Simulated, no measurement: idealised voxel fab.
voxel wiring stack: a process module
Square cell edge 5 nm, section width 220 nm, ID cut.
Each cross-section below is a grid of square cells, stated as bands in top-down order, with one or more rows of cells making up each band. Within each band entry, the heights of the top and of the bottom of the band appear first, in that order and in nm; the materials of the band then follow from left to right, each with its corresponding width in nm. The designation "everywhere" on a single material indicates that it fills the band from edge to edge; the designation "blank" indicates empty space. Counting heights begins at 0, where everything beneath is, in the wafer as received, one material. The lowest band has no bottom; it goes on downwards, as "0 and below" shows. The two numbers in a width such as "30->40" mark its ends across the band: the first belongs to the top row of cells, the second to the bottom row, and from each row to the next the width moves by the same amount. No cell of the cross-section changed in a step that is given as "everything unchanged". Basically, "Completely sealed voids" tells you about the enclosed voids: empty spaces with no open way to the top, 8 cells or bigger, each written width x height at distance, where distance is from the left edge, all in nm. The remark found on a step's line after its settings is issued by the simulator itself and pertains to that step. overlay nm: step with mask; distance mask lay right of planned place; negative value = left of planned place.
## plan
1 op RECEIVE | material Si
2 op CONFORMAL_DEP | material SiO2 | thk nm 10
3 op CONFORMAL_DEP | material SiN | thk nm 5
4 op DIRECTIONAL_DEP | material lowk | thk nm 25
5 op MASKED_ETCH | tone open | mask id METAL_1 | width nm 25 | pitch nm 45 | etch materials lowk | depth nm 25 | overlay nm 0
6 op MASKED_ETCH | tone open | mask id METAL_1 | width nm 25 | pitch nm 45 | etch materials SiN | depth nm 5 | overlay nm 0
7 op CONFORMAL_DEP | material TiN | thk nm 5
8 op FILL_DEP | material Cu | thk nm 10
9 op CMP | height nm 40
10 op EPI | material Ru | thk nm 5
11 op FILL_DEP | material SiCN | thk nm 5
12 op DIRECTIONAL_DEP | material SiO2 | thk nm 10
13 op PATTERN | tone open | mask id PLUG_1 | material resist | width nm 15 | pitch nm 45 | thk nm 20 | overlay nm 0
14 op DIRECTIONAL_ETCH | etch materials SiO2 | depth nm 10
15 op DIRECTIONAL_ETCH | etch materials SiCN | depth nm 5
16 op STRIP | etch materials resist
17 op EPI | material Ru | thk nm 10
18 op EPI | material Ru | thk nm 5
19 op DIRECTIONAL_DEP | material TiN | thk nm 5
20 op DIRECTIONAL_DEP | material W | thk nm 15
21 op PATTERN | tone cover | mask id METAL_2 | material resist | width nm 25 | pitch nm 45 | thk nm 15 | overlay nm 0
22 op DIRECTIONAL_ETCH | etch materials W | depth nm 15
23 op DIRECTIONAL_ETCH | etch materials TiN | depth nm 5
24 op STRIP | etch materials resist
25 op FILL_DEP | material lowk | thk nm 10
26 op CMP | height nm 80
27 op CONFORMAL_DEP | material SiCN | thk nm 5
28 op DIRECTIONAL_DEP | material lowk | thk nm 20
29 op PATTERN | tone open | mask id PLUG_2 | material resist | width nm 15 | pitch nm 45 | thk nm 15 | overlay nm 0
30 op DIRECTIONAL_ETCH | etch materials lowk | depth nm 20
31 op DIRECTIONAL_ETCH | etch materials SiCN | depth nm 5
32 op STRIP | etch materials resist
33 op EPI | material Ru | thk nm 10
34 op EPI | material Ru | thk nm 10
35 op EPI | material Ru | thk nm 5
36 op CONFORMAL_DEP | material SiCN | thk nm 5
37 op DIRECTIONAL_DEP | material lowk | thk nm 25
38 op MASKED_ETCH | tone open | mask id METAL_3 | width nm 25 | pitch nm 45 | etch materials lowk | depth nm 25 | overlay nm 0
39 op MASKED_ETCH | tone open | mask id METAL_3 | width nm 25 | pitch nm 45 | etch materials SiCN | depth nm 5 | overlay nm 0
40 op CONFORMAL_DEP | material TiN | thk nm 5
41 op FILL_DEP | material Ru | thk nm 10
42 op CMP | height nm 135
43 op CONFORMAL_DEP | material SiCN | thk nm 5
44 op DIRECTIONAL_DEP | material lowk | thk nm 10
45 op MASKED_ETCH | tone open | mask id PLUG_3 | width nm 15 | pitch nm 90 | etch materials lowk | depth nm 10 | overlay nm 0
46 op MASKED_ETCH | tone open | mask id PLUG_3 | width nm 15 | pitch nm 90 | etch materials SiCN | depth nm 5 | overlay nm 0
47 op EPI | material Ru | thk nm 10
48 op EPI | material Ru | thk nm 5
49 op CONFORMAL_DEP | material SiN | thk nm 5
50 op DIRECTIONAL_DEP | material SiO2 | thk nm 25
51 op PATTERN | tone open | mask id METAL_4 | material resist | width nm 25 | pitch nm 45 | thk nm 20 | overlay nm 0
52 op DIRECTIONAL_ETCH | etch materials SiO2 | depth nm 25
53 op DIRECTIONAL_ETCH | etch materials SiN | depth nm 5
54 op STRIP | etch materials resist
55 op CONFORMAL_DEP | material TiN | thk nm 5
56 op FILL_DEP | material Cu | thk nm 10
57 op CMP | height nm 180
58 op EPI | material Ru | thk nm 5
59 op FILL_DEP | material SiCN | thk nm 5
## The first of the two wafers, which ran as planned
## Wafer cross-section on receipt, i.e. after step 1
* 0 and below: Si everywhere
* Completely sealed voids: none
## How the wafer stands in section after step 2
* 10 down to 0: SiO2 everywhere
* At heights below 0, the structure remains unaltered.
## How the wafer stands in section after step 3
* 15 down to 10: SiN everywhere
* At heights below 10, the structure remains unaltered.
## How the wafer stands in section after step 4
* 40 down to 15: lowk everywhere
* At heights below 15, the structure remains unaltered.
## How the wafer stands in section after step 5
* 40 down to 15: 30 nm lowk, 25 nm blank, 20 nm lowk, 25 nm blank, 20 nm lowk, 25 nm blank, 20 nm lowk, 25 nm blank, 30 nm lowk
* At heights below 15, the structure remains unaltered.
## How the wafer stands in section after step 6
* 40 down to 15: 30 nm lowk, 25 nm blank, 20 nm lowk, 25 nm blank, 20 nm lowk, 25 nm blank, 20 nm lowk, 25 nm blank, 30 nm lowk
* 15 down to 10: 30 nm SiN, 25 nm blank, 20 nm SiN, 25 nm blank, 20 nm SiN, 25 nm blank, 20 nm SiN, 25 nm blank, 30 nm SiN
* At heights below 10, the structure remains unaltered.
## How the wafer stands in section after step 7
* 45 down to 40: 35 nm TiN, 15 nm blank, 30 nm TiN, 15 nm blank, 30 nm TiN, 15 nm blank, 30 nm TiN, 15 nm blank, 35 nm TiN
* 40 down to 15: 30 nm lowk, 5 nm TiN, 15 nm blank, 5 nm TiN, 20 nm lowk, 5 nm TiN, 15 nm blank, 5 nm TiN, 20 nm lowk, 5 nm TiN, 15 nm blank, 5 nm TiN, 20 nm lowk, 5 nm TiN, 15 nm blank, 5 nm TiN, 30 nm lowk
* 15 down to 10: 30 nm SiN, 25 nm TiN, 20 nm SiN, 25 nm TiN, 20 nm SiN, 25 nm TiN, 20 nm SiN, 25 nm TiN, 30 nm SiN
* At heights below 10, the structure remains unaltered.
## How the wafer stands in section after step 8
* 55 down to 45: Cu everywhere
* 45 down to 40: 35 nm TiN, 15 nm Cu, 30 nm TiN, 15 nm Cu, 30 nm TiN, 15 nm Cu, 30 nm TiN, 15 nm Cu, 35 nm TiN
* 40 down to 15: 30 nm lowk, 5 nm TiN, 15 nm Cu, 5 nm TiN, 20 nm lowk, 5 nm TiN, 15 nm Cu, 5 nm TiN, 20 nm lowk, 5 nm TiN, 15 nm Cu, 5 nm TiN, 20 nm lowk, 5 nm TiN, 15 nm Cu, 5 nm TiN, 30 nm lowk
* At heights below 15, the structure remains unaltered.
## How the wafer stands in section after step 9
* 40 down to 15: 30 nm lowk, 5 nm TiN, 15 nm Cu, 5 nm TiN, 20 nm lowk, 5 nm TiN, 15 nm Cu, 5 nm TiN, 20 nm lowk, 5 nm TiN, 15 nm Cu, 5 nm TiN, 20 nm lowk, 5 nm TiN, 15 nm Cu, 5 nm TiN, 30 nm lowk
* At heights below 15, the structure remains unaltered.
## How the wafer stands in section after step 10
* 45 down to 40: 25 nm blank, 35 nm Ru, 10 nm blank, 35 nm Ru, 10 nm blank, 35 nm Ru, 10 nm blank, 35 nm Ru, 25 nm blank
* At heights below 40, the structure remains unaltered.
## How the wafer stands in section after step 11
* 50 down to 45: SiCN everywhere
* 45 down to 40: 25 nm SiCN, 35 nm Ru, 10 nm SiCN, 35 nm Ru, 10 nm SiCN, 35 nm Ru, 10 nm SiCN, 35 nm Ru, 25 nm SiCN
* At heights below 40, the structure remains unaltered.
## How the wafer stands in section after step 12
* 60 down to 50: SiO2 everywhere
* At heights below 50, the structure remains unaltered.
## How the wafer stands in section after step 13
* 80 down to 60: 30 nm resist, 15 nm blank, 30 nm resist, 15 nm blank, 30 nm resist, 15 nm blank, 30 nm resist, 15 nm blank, 40 nm resist
* At heights below 60, the structure remains unaltered.
## How the wafer stands in section after step 14
* 80 down to 60: 30 nm resist, 15 nm blank, 30 nm resist, 15 nm blank, 30 nm resist, 15 nm blank, 30 nm resist, 15 nm blank, 40 nm resist
* 60 down to 50: 30 nm SiO2, 15 nm blank, 30 nm SiO2, 15 nm blank, 30 nm SiO2, 15 nm blank, 30 nm SiO2, 15 nm blank, 40 nm SiO2
* At heights below 50, the structure remains unaltered.
## How the wafer stands in section after step 15
* 80 down to 60: 30 nm resist, 15 nm blank, 30 nm resist, 15 nm blank, 30 nm resist, 15 nm blank, 30 nm resist, 15 nm blank, 40 nm resist
* 60 down to 50: 30 nm SiO2, 15 nm blank, 30 nm SiO2, 15 nm blank, 30 nm SiO2, 15 nm blank, 30 nm SiO2, 15 nm blank, 40 nm SiO2
* 50 down to 45: 30 nm SiCN, 15 nm blank, 30 nm SiCN, 15 nm blank, 30 nm SiCN, 15 nm blank, 30 nm SiCN, 15 nm blank, 40 nm SiCN
* At heights below 45, the structure remains unaltered.
## How the wafer stands in section after step 16
* 60 down to 50: 30 nm SiO2, 15 nm blank, 30 nm SiO2, 15 nm blank, 30 nm SiO2, 15 nm blank, 30 nm SiO2, 15 nm blank, 40 nm SiO2
* At heights below 50, the structure remains unaltered.
## How the wafer stands in section after step 17
* 60 down to 55: 30 nm SiO2, 15 nm blank, 30 nm SiO2, 15 nm blank, 30 nm SiO2, 15 nm blank, 30 nm SiO2, 15 nm blank, 40 nm SiO2
* 55 down to 50: 30 nm SiO2, 15 nm Ru, 30 nm SiO2, 15 nm Ru, 30 nm SiO2, 15 nm Ru, 30 nm SiO2, 15 nm Ru, 40 nm SiO2
* 50 down to 40: 30->25 nm SiCN, 15->35 nm Ru, 30->10 nm SiCN, 15->35 nm Ru, 30->10 nm SiCN, 15->35 nm Ru, 30->10 nm SiCN, 15->35 nm Ru, 40->25 nm SiCN
* At heights below 40, the structure remains unaltered.
## How the wafer stands in section after step 18
* 60 down to 50: 30 nm SiO2, 15 nm Ru, 30 nm SiO2, 15 nm Ru, 30 nm SiO2, 15 nm Ru, 30 nm SiO2, 15 nm Ru, 40 nm SiO2
* At heights below 50, the structure remains unaltered.
## How the wafer stands in section after step 19
* 65 down to 60: TiN everywhere
* At heights below 60, the structure remains unaltered.
## How the wafer stands in section after step 20
* 80 down to 65: W everywhere
* At heights below 65, the structure remains unaltered.
## How the wafer stands in section after step 21
* 95 down to 80: 30 nm blank, 25 nm resist, 20 nm blank, 25 nm resist, 20 nm blank, 25 nm resist, 20 nm blank, 25 nm resist, 30 nm blank
* At heights below 80, the structure remains unaltered.
## How the wafer stands in section after step 22
* 95 down to 80: 30 nm blank, 25 nm resist, 20 nm blank, 25 nm resist, 20 nm blank, 25 nm resist, 20 nm blank, 25 nm resist, 30 nm blank
* 80 down to 65: 30 nm blank, 25 nm W, 20 nm blank, 25 nm W, 20 nm blank, 25 nm W, 20 nm blank, 25 nm W, 30 nm blank
* At heights below 65, the structure remains unaltered.
## How the wafer stands in section after step 23
* 95 down to 80: 30 nm blank, 25 nm resist, 20 nm blank, 25 nm resist, 20 nm blank, 25 nm resist, 20 nm blank, 25 nm resist, 30 nm blank
* 80 down to 65: 30 nm blank, 25 nm W, 20 nm blank, 25 nm W, 20 nm blank, 25 nm W, 20 nm blank, 25 nm W, 30 nm blank
* 65 down to 60: 30 nm blank, 25 nm TiN, 20 nm blank, 25 nm TiN, 20 nm blank, 25 nm TiN, 20 nm blank, 25 nm TiN, 30 nm blank
* At heights below 60, the structure remains unaltered.
## How the wafer stands in section after step 24
* 80 down to 65: 30 nm blank, 25 nm W, 20 nm blank, 25 nm W, 20 nm blank, 25 nm W, 20 nm blank, 25 nm W, 30 nm blank
* At heights below 65, the structure remains unaltered.
## How the wafer stands in section after step 25
* 90 down to 80: lowk everywhere
* 80 down to 65: 30 nm lowk, 25 nm W, 20 nm lowk, 25 nm W, 20 nm lowk, 25 nm W, 20 nm lowk, 25 nm W, 30 nm lowk
* 65 down to 60: 30 nm lowk, 25 nm TiN, 20 nm lowk, 25 nm TiN, 20 nm lowk, 25 nm TiN, 20 nm lowk, 25 nm TiN, 30 nm lowk
* At heights below 60, the structure remains unaltered.
## How the wafer stands in section after step 26
* 80 down to 65: 30 nm lowk, 25 nm W, 20 nm lowk, 25 nm W, 20 nm lowk, 25 nm W, 20 nm lowk, 25 nm W, 30 nm lowk
* At heights below 65, the structure remains unaltered.
## How the wafer stands in section after step 27
* 85 down to 80: SiCN everywhere
* At heights below 80, the structure remains unaltered.
## How the wafer stands in section after step 28
* 105 down to 85: lowk everywhere
* At heights below 85, the structure remains unaltered.
## How the wafer stands in section after step 29
* 120 down to 105: 30 nm resist, 15 nm blank, 30 nm resist, 15 nm blank, 30 nm resist, 15 nm blank, 30 nm resist, 15 nm blank, 40 nm resist
* At heights below 105, the structure remains unaltered.
## How the wafer stands in section after step 30
* 120 down to 105: 30 nm resist, 15 nm blank, 30 nm resist, 15 nm blank, 30 nm resist, 15 nm blank, 30 nm resist, 15 nm blank, 40 nm resist
* 105 down to 85: 30 nm lowk, 15 nm blank, 30 nm lowk, 15 nm blank, 30 nm lowk, 15 nm blank, 30 nm lowk, 15 nm blank, 40 nm lowk
* At heights below 85, the structure remains unaltered.
## How the wafer stands in section after step 31
* 120 down to 105: 30 nm resist, 15 nm blank, 30 nm resist, 15 nm blank, 30 nm resist, 15 nm blank, 30 nm resist, 15 nm blank, 40 nm resist
* 105 down to 85: 30 nm lowk, 15 nm blank, 30 nm lowk, 15 nm blank, 30 nm lowk, 15 nm blank, 30 nm lowk, 15 nm blank, 40 nm lowk
* 85 down to 80: 30 nm SiCN, 15 nm blank, 30 nm SiCN, 15 nm blank, 30 nm SiCN, 15 nm blank, 30 nm SiCN, 15 nm blank, 40 nm SiCN
* At heights below 80, the structure remains unaltered.
## How the wafer stands in section after step 32
* 105 down to 85: 30 nm lowk, 15 nm blank, 30 nm lowk, 15 nm blank, 30 nm lowk, 15 nm blank, 30 nm lowk, 15 nm blank, 40 nm lowk
* At heights below 85, the structure remains unaltered.
## How the wafer stands in section after step 33
* 105 down to 90: 30 nm lowk, 15 nm blank, 30 nm lowk, 15 nm blank, 30 nm lowk, 15 nm blank, 30 nm lowk, 15 nm blank, 40 nm lowk
* 90 down to 85: 30 nm lowk, 15 nm Ru, 30 nm lowk, 15 nm Ru, 30 nm lowk, 15 nm Ru, 30 nm lowk, 15 nm Ru, 40 nm lowk
* 85 down to 80: 30 nm SiCN, 15 nm Ru, 30 nm SiCN, 15 nm Ru, 30 nm SiCN, 15 nm Ru, 30 nm SiCN, 15 nm Ru, 40 nm SiCN
* At heights below 80, the structure remains unaltered.
## How the wafer stands in section after step 34
* 105 down to 100: 30 nm lowk, 15 nm blank, 30 nm lowk, 15 nm blank, 30 nm lowk, 15 nm blank, 30 nm lowk, 15 nm blank, 40 nm lowk
* 100 down to 85: 30 nm lowk, 15 nm Ru, 30 nm lowk, 15 nm Ru, 30 nm lowk, 15 nm Ru, 30 nm lowk, 15 nm Ru, 40 nm lowk
* At heights below 85, the structure remains unaltered.
## How the wafer stands in section after step 35
* 105 down to 85: 30 nm lowk, 15 nm Ru, 30 nm lowk, 15 nm Ru, 30 nm lowk, 15 nm Ru, 30 nm lowk, 15 nm Ru, 40 nm lowk
* At heights below 85, the structure remains unaltered.
## How the wafer stands in section after step 36
* 110 down to 105: SiCN everywhere
* At heights below 105, the structure remains unaltered.
## How the wafer stands in section after step 37
* 135 down to 110: lowk everywhere
* At heights below 110, the structure remains unaltered.
## How the wafer stands in section after step 38
* 135 down to 110: 30 nm lowk, 25 nm blank, 20 nm lowk, 25 nm blank, 20 nm lowk, 25 nm blank, 20 nm lowk, 25 nm blank, 30 nm lowk
* At heights below 110, the structure remains unaltered.
## How the wafer stands in section after step 39
* 135 down to 110: 30 nm lowk, 25 nm blank, 20 nm lowk, 25 nm blank, 20 nm lowk, 25 nm blank, 20 nm lowk, 25 nm blank, 30 nm lowk
* 110 down to 105: 30 nm SiCN, 25 nm blank, 20 nm SiCN, 25 nm blank, 20 nm SiCN, 25 nm blank, 20 nm SiCN, 25 nm blank, 30 nm SiCN
* At heights below 105, the structure remains unaltered.
## How the wafer stands in section after step 40
* 140 down to 135: 35 nm TiN, 15 nm blank, 30 nm TiN, 15 nm blank, 30 nm TiN, 15 nm blank, 30 nm TiN, 15 nm blank, 35 nm TiN
* 135 down to 110: 30 nm lowk, 5 nm TiN, 15 nm blank, 5 nm TiN, 20 nm lowk, 5 nm TiN, 15 nm blank, 5 nm TiN, 20 nm lowk, 5 nm TiN, 15 nm blank, 5 nm TiN, 20 nm lowk, 5 nm TiN, 15 nm blank, 5 nm TiN, 30 nm lowk
* 110 down to 105: 30 nm SiCN, 25 nm TiN, 20 nm SiCN, 25 nm TiN, 20 nm SiCN, 25 nm TiN, 20 nm SiCN, 25 nm TiN, 30 nm SiCN
* At heights below 105, the structure remains unaltered.
## How the wafer stands in section after step 41
* 150 down to 140: Ru everywhere
* 140 down to 135: 35 nm TiN, 15 nm Ru, 30 nm TiN, 15 nm Ru, 30 nm TiN, 15 nm Ru, 30 nm TiN, 15 nm Ru, 35 nm TiN
* 135 down to 110: 30 nm lowk, 5 nm TiN, 15 nm Ru, 5 nm TiN, 20 nm lowk, 5 nm TiN, 15 nm Ru, 5 nm TiN, 20 nm lowk, 5 nm TiN, 15 nm Ru, 5 nm TiN, 20 nm lowk, 5 nm TiN, 15 nm Ru, 5 nm TiN, 30 nm lowk
* At heights below 110, the structure remains unaltered.
## How the wafer stands in section after step 42
* 135 down to 110: 30 nm lowk, 5 nm TiN, 15 nm Ru, 5 nm TiN, 20 nm lowk, 5 nm TiN, 15 nm Ru, 5 nm TiN, 20 nm lowk, 5 nm TiN, 15 nm Ru, 5 nm TiN, 20 nm lowk, 5 nm TiN, 15 nm Ru, 5 nm TiN, 30 nm lowk
* At heights below 110, the structure remains unaltered.
## How the wafer stands in section after step 43
* 140 down to 135: SiCN everywhere
* At heights below 135, the structure remains unaltered.
## How the wafer stands in section after step 44
* 150 down to 140: lowk everywhere
* At heights below 140, the structure remains unaltered.
## How the wafer stands in section after step 45
* 150 down to 140: 30 nm lowk, 15 nm blank, 75 nm lowk, 15 nm blank, 85 nm lowk
* At heights below 140, the structure remains unaltered.
## How the wafer stands in section after step 46
* 150 down to 140: 30 nm lowk, 15 nm blank, 75 nm lowk, 15 nm blank, 85 nm lowk
* 140 down to 135: 30 nm SiCN, 15 nm blank, 75 nm SiCN, 15 nm blank, 85 nm SiCN
* At heights below 135, the structure remains unaltered.
## How the wafer stands in section after step 47
* 150 down to 145: 30 nm lowk, 15 nm blank, 75 nm lowk, 15 nm blank, 85 nm lowk
* 145 down to 140: 30 nm lowk, 15 nm Ru, 75 nm lowk, 15 nm Ru, 85 nm lowk
* 140 down to 135: 30 nm SiCN, 15 nm Ru, 75 nm SiCN, 15 nm Ru, 85 nm SiCN
* At heights below 135, the structure remains unaltered.
## How the wafer stands in section after step 48
* 150 down to 140: 30 nm lowk, 15 nm Ru, 75 nm lowk, 15 nm Ru, 85 nm lowk
* At heights below 140, the structure remains unaltered.
## How the wafer stands in section after step 49
* 155 down to 150: SiN everywhere
* At heights below 150, the structure remains unaltered.
## How the wafer stands in section after step 50
* 180 down to 155: SiO2 everywhere
* At heights below 155, the structure remains unaltered.
## How the wafer stands in section after step 51
* 200 down to 180: 30 nm resist, 25 nm blank, 20 nm resist, 25 nm blank, 20 nm resist, 25 nm blank, 20 nm resist, 25 nm blank, 30 nm resist
* At heights below 180, the structure remains unaltered.
## How the wafer stands in section after step 52
* 200 down to 180: 30 nm resist, 25 nm blank, 20 nm resist, 25 nm blank, 20 nm resist, 25 nm blank, 20 nm resist, 25 nm blank, 30 nm resist
* 180 down to 155: 30 nm SiO2, 25 nm blank, 20 nm SiO2, 25 nm blank, 20 nm SiO2, 25 nm blank, 20 nm SiO2, 25 nm blank, 30 nm SiO2
* At heights below 155, the structure remains unaltered.
## How the wafer stands in section after step 53
* 200 down to 180: 30 nm resist, 25 nm blank, 20 nm resist, 25 nm blank, 20 nm resist, 25 nm blank, 20 nm resist, 25 nm blank, 30 nm resist
* 180 down to 155: 30 nm SiO2, 25 nm blank, 20 nm SiO2, 25 nm blank, 20 nm SiO2, 25 nm blank, 20 nm SiO2, 25 nm blank, 30 nm SiO2
* 155 down to 150: 30 nm SiN, 25 nm blank, 20 nm SiN, 25 nm blank, 20 nm SiN, 25 nm blank, 20 nm SiN, 25 nm blank, 30 nm SiN
* At heights below 150, the structure remains unaltered.
## How the wafer stands in section after step 54
* 180 down to 155: 30 nm SiO2, 25 nm blank, 20 nm SiO2, 25 nm blank, 20 nm SiO2, 25 nm blank, 20 nm SiO2, 25 nm blank, 30 nm SiO2
* At heights below 155, the structure remains unaltered.
## How the wafer stands in section after step 55
* 185 down to 180: 35 nm TiN, 15 nm blank, 30 nm TiN, 15 nm blank, 30 nm TiN, 15 nm blank, 30 nm TiN, 15 nm blank, 35 nm TiN
* 180 down to 155: 30 nm SiO2, 5 nm TiN, 15 nm blank, 5 nm TiN, 20 nm SiO2, 5 nm TiN, 15 nm blank, 5 nm TiN, 20 nm SiO2, 5 nm TiN, 15 nm blank, 5 nm TiN, 20 nm SiO2, 5 nm TiN, 15 nm blank, 5 nm TiN, 30 nm SiO2
* 155 down to 150: 30 nm SiN, 25 nm TiN, 20 nm SiN, 25 nm TiN, 20 nm SiN, 25 nm TiN, 20 nm SiN, 25 nm TiN, 30 nm SiN
* At heights below 150, the structure remains unaltered.
## How the wafer stands in section after step 56
* 195 down to 185: Cu everywhere
* 185 down to 180: 35 nm TiN, 15 nm Cu, 30 nm TiN, 15 nm Cu, 30 nm TiN, 15 nm Cu, 30 nm TiN, 15 nm Cu, 35 nm TiN
* 180 down to 155: 30 nm SiO2, 5 nm TiN, 15 nm Cu, 5 nm TiN, 20 nm SiO2, 5 nm TiN, 15 nm Cu, 5 nm TiN, 20 nm SiO2, 5 nm TiN, 15 nm Cu, 5 nm TiN, 20 nm SiO2, 5 nm TiN, 15 nm Cu, 5 nm TiN, 30 nm SiO2
* At heights below 155, the structure remains unaltered.
## How the wafer stands in section after step 57
* 180 down to 155: 30 nm SiO2, 5 nm TiN, 15 nm Cu, 5 nm TiN, 20 nm SiO2, 5 nm TiN, 15 nm Cu, 5 nm TiN, 20 nm SiO2, 5 nm TiN, 15 nm Cu, 5 nm TiN, 20 nm SiO2, 5 nm TiN, 15 nm Cu, 5 nm TiN, 30 nm SiO2
* At heights below 155, the structure remains unaltered.
## How the wafer stands in section after step 58
* 185 down to 180: 25 nm blank, 35 nm Ru, 10 nm blank, 35 nm Ru, 10 nm blank, 35 nm Ru, 10 nm blank, 35 nm Ru, 25 nm blank
* At heights below 180, the structure remains unaltered.
## How the wafer stands in section after step 59
* 190 down to 185: SiCN everywhere
* 185 down to 180: 25 nm SiCN, 35 nm Ru, 10 nm SiCN, 35 nm Ru, 10 nm SiCN, 35 nm Ru, 10 nm SiCN, 35 nm Ru, 25 nm SiCN
* At heights below 180, the structure remains unaltered.
## Companion wafer, the second of two: same beginning, same intended sequence, one mistake in carrying it out; through step 50 inclusive it tracks the first exactly
## Second wafer profile in section, at the moment step 51 of the plan was meant to be complete
* 200 down to 180: 35 nm resist, 15 nm blank, 30 nm resist, 15 nm blank, 30 nm resist, 15 nm blank, 30 nm resist, 15 nm blank, 35 nm resist
* At heights below 180, the structure remains unaltered.
## Second wafer profile in section, at the moment step 52 of the plan was meant to be complete
* 200 down to 180: 35 nm resist, 15 nm blank, 30 nm resist, 15 nm blank, 30 nm resist, 15 nm blank, 30 nm resist, 15 nm blank, 35 nm resist
* 180 down to 155: 35 nm SiO2, 15 nm blank, 30 nm SiO2, 15 nm blank, 30 nm SiO2, 15 nm blank, 30 nm SiO2, 15 nm blank, 35 nm SiO2
* At heights below 155, the structure remains unaltered.
## Second wafer profile in section, at the moment step 53 of the plan was meant to be complete
* 200 down to 180: 35 nm resist, 15 nm blank, 30 nm resist, 15 nm blank, 30 nm resist, 15 nm blank, 30 nm resist, 15 nm blank, 35 nm resist
* 180 down to 155: 35 nm SiO2, 15 nm blank, 30 nm SiO2, 15 nm blank, 30 nm SiO2, 15 nm blank, 30 nm SiO2, 15 nm blank, 35 nm SiO2
* 155 down to 150: 35 nm SiN, 15 nm blank, 30 nm SiN, 15 nm blank, 30 nm SiN, 15 nm blank, 30 nm SiN, 15 nm blank, 35 nm SiN
* At heights below 150, the structure remains unaltered.
## Second wafer profile in section, at the moment step 54 of the plan was meant to be complete
* 180 down to 155: 35 nm SiO2, 15 nm blank, 30 nm SiO2, 15 nm blank, 30 nm SiO2, 15 nm blank, 30 nm SiO2, 15 nm blank, 35 nm SiO2
* At heights below 155, the structure remains unaltered.
## Second wafer profile in section, at the moment step 55 of the plan was meant to be complete
* 185 down to 180: 40 nm TiN, 5 nm blank, 40 nm TiN, 5 nm blank, 40 nm TiN, 5 nm blank, 40 nm TiN, 5 nm blank, 40 nm TiN
* 180 down to 155: 35 nm SiO2, 5 nm TiN, 5 nm blank, 5 nm TiN, 30 nm SiO2, 5 nm TiN, 5 nm blank, 5 nm TiN, 30 nm SiO2, 5 nm TiN, 5 nm blank, 5 nm TiN, 30 nm SiO2, 5 nm TiN, 5 nm blank, 5 nm TiN, 35 nm SiO2
* 155 down to 150: 35 nm SiN, 15 nm TiN, 30 nm SiN, 15 nm TiN, 30 nm SiN, 15 nm TiN, 30 nm SiN, 15 nm TiN, 35 nm SiN
* At heights below 150, the structure remains unaltered.
## Second wafer profile in section, at the moment step 56 of the plan was meant to be complete
* 195 down to 185: Cu everywhere
* 185 down to 180: 40 nm TiN, 5 nm Cu, 40 nm TiN, 5 nm Cu, 40 nm TiN, 5 nm Cu, 40 nm TiN, 5 nm Cu, 40 nm TiN
* 180 down to 155: 35 nm SiO2, 5 nm TiN, 5 nm Cu, 5 nm TiN, 30 nm SiO2, 5 nm TiN, 5 nm Cu, 5 nm TiN, 30 nm SiO2, 5 nm TiN, 5 nm Cu, 5 nm TiN, 30 nm SiO2, 5 nm TiN, 5 nm Cu, 5 nm TiN, 35 nm SiO2
* At heights below 155, the structure remains unaltered.
## Second wafer profile in section, at the moment step 57 of the plan was meant to be complete
* 180 down to 155: 35 nm SiO2, 5 nm TiN, 5 nm Cu, 5 nm TiN, 30 nm SiO2, 5 nm TiN, 5 nm Cu, 5 nm TiN, 30 nm SiO2, 5 nm TiN, 5 nm Cu, 5 nm TiN, 30 nm SiO2, 5 nm TiN, 5 nm Cu, 5 nm TiN, 35 nm SiO2
* At heights below 155, the structure remains unaltered.
## Second wafer profile in section, at the moment step 58 of the plan was meant to be complete
* 185 down to 180: 30 nm blank, 25 nm Ru, 20 nm blank, 25 nm Ru, 20 nm blank, 25 nm Ru, 20 nm blank, 25 nm Ru, 30 nm blank
* At heights below 180, the structure remains unaltered.
## Second wafer profile in section, at the moment step 59 of the plan was meant to be complete
* 190 down to 185: SiCN everywhere
* 185 down to 180: 30 nm SiCN, 25 nm Ru, 20 nm SiCN, 25 nm Ru, 20 nm SiCN, 25 nm Ru, 20 nm SiCN, 25 nm Ru, 30 nm SiCN
* At heights below 180, the structure remains unaltered.
Here's what went sideways: it should be noted that step 51 was executed with settings other than those planned, the operation and settings actually applied being op PATTERN | tone open | mask id METAL_4 | material resist | width nm 15 | pitch nm 45 | thk nm 20 | overlay nm 0
Final cells, second wafer relative to first, materials higher or lower: -40 Cu; -8 Ru; +8 SiCN; +8 SiN; +40 SiO2; -8 TiN
